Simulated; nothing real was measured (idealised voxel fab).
Process module, titled voxel gate over fins
The cross-section shown here is cut; it is 155 nm wide and divided into square cells measuring 5 nm on a side.
Throughout this document, each cross-section is represented as a grid of square cells and is presented as a sequence of bands enumerated from the top downward, where a band comprises one or more rows of cells.
The entry gives the band's vertical extent as a top height and a bottom height in nm, then its horizontal make-up as materials from left to right, each with a width in nm. "empty" stands for empty space; a single material marked "all across" fills the band edge to edge.
Basically, 0 is our baseline, since under it the wafer straight out of the box is all one material. The bottom band has no lower end and keeps on going down, so it looks like "from 0 down".
Width "30 to 40": first value at the band's top row of cells, second value at its bottom row, equal change from row to row.
You'll sometimes find "identical to before" written for a step, and that's the way of saying that nowhere in the cross-section did a cell change during that step.
Empty spaces without an open route to the top, at least 8 cells in extent, make up the entry "Enclosed empty spaces"; each is given as width x height at distance, where the distance is measured from the left edge, and all are in nm.
The remark found on a step's line after its settings is issued by the simulator itself and pertains to that step.
When a step includes a mask, the "overlay nm" setting on its line states how far to the right of its planned place that mask lay, and negative values state how far to the left.

-- The planned process steps are enumerated hereunder
step 1: RECEIVE (material Si)
step 2: CONFORMAL_DEP (material SiN; thk nm 10)
step 3: MASKED_ETCH (tone cover; mask id FINS; width nm 15; pitch nm 40; etch materials SiN; depth nm 10; overlay nm 0)
step 4: MASKED_ETCH (tone cover; mask id FINS; width nm 15; pitch nm 40; etch materials Si; depth nm 40; overlay nm 0)
step 5: OXIDIZE (depth nm 5)
step 6: FILL_DEP (material SiO2; thk nm 10)
step 7: CMP (height nm 10)
step 8: SELECTIVE_ETCH (etch materials SiO2; depth nm 25)
step 9: STRIP (etch materials SiN)
step 10: CONFORMAL_DEP (material HfO2; thk nm 5)
step 11: CONFORMAL_DEP (material TiN; thk nm 5)
step 12: CONFORMAL_DEP (material TiAl; thk nm 5)
step 13: CONFORMAL_DEP (material TiN; thk nm 5)
step 14: FILL_DEP (material W; thk nm 10)
step 15: CMP (height nm 25)
step 16: CONFORMAL_DEP (material SiCN; thk nm 5)

-- Cross-section of the wafer upon arrival, representing the state reached after step 1
> from 0 down: Si all across
> Enclosed empty spaces: none

-- Post-module cross-section: identical start and plan to those above, one misstep in execution
> from 30 to 25: SiCN all across
> from 25 to 15: W all across
> from 15 to 5: W 40 nm  TiN 35 nm  W 5 nm  TiN 35 nm  W 40 nm
> from 5 to 0: W 40 nm  TiN 10 nm  HfO2 15 nm  TiN 10 nm  W 5 nm  TiN 10 nm  HfO2 15 nm  TiN 10 nm  W 40 nm
> from 0 to -10: TiN 50 nm  HfO2 5 nm  Si 5 nm  HfO2 5 nm  TiN 25 nm  HfO2 5 nm  Si 5 nm  HfO2 5 nm  TiN 50 nm
> from -10 to -15: HfO2 55 nm  Si 5 nm  HfO2 35 nm  Si 5 nm  HfO2 55 nm
> from -15 to -45: SiO2 55 nm  Si 5 nm  SiO2 35 nm  Si 5 nm  SiO2 55 nm
> from -45 down: Si all across
> Enclosed empty spaces: none
Plan not followed: yeah, step 12 of the plan got skipped, never ran
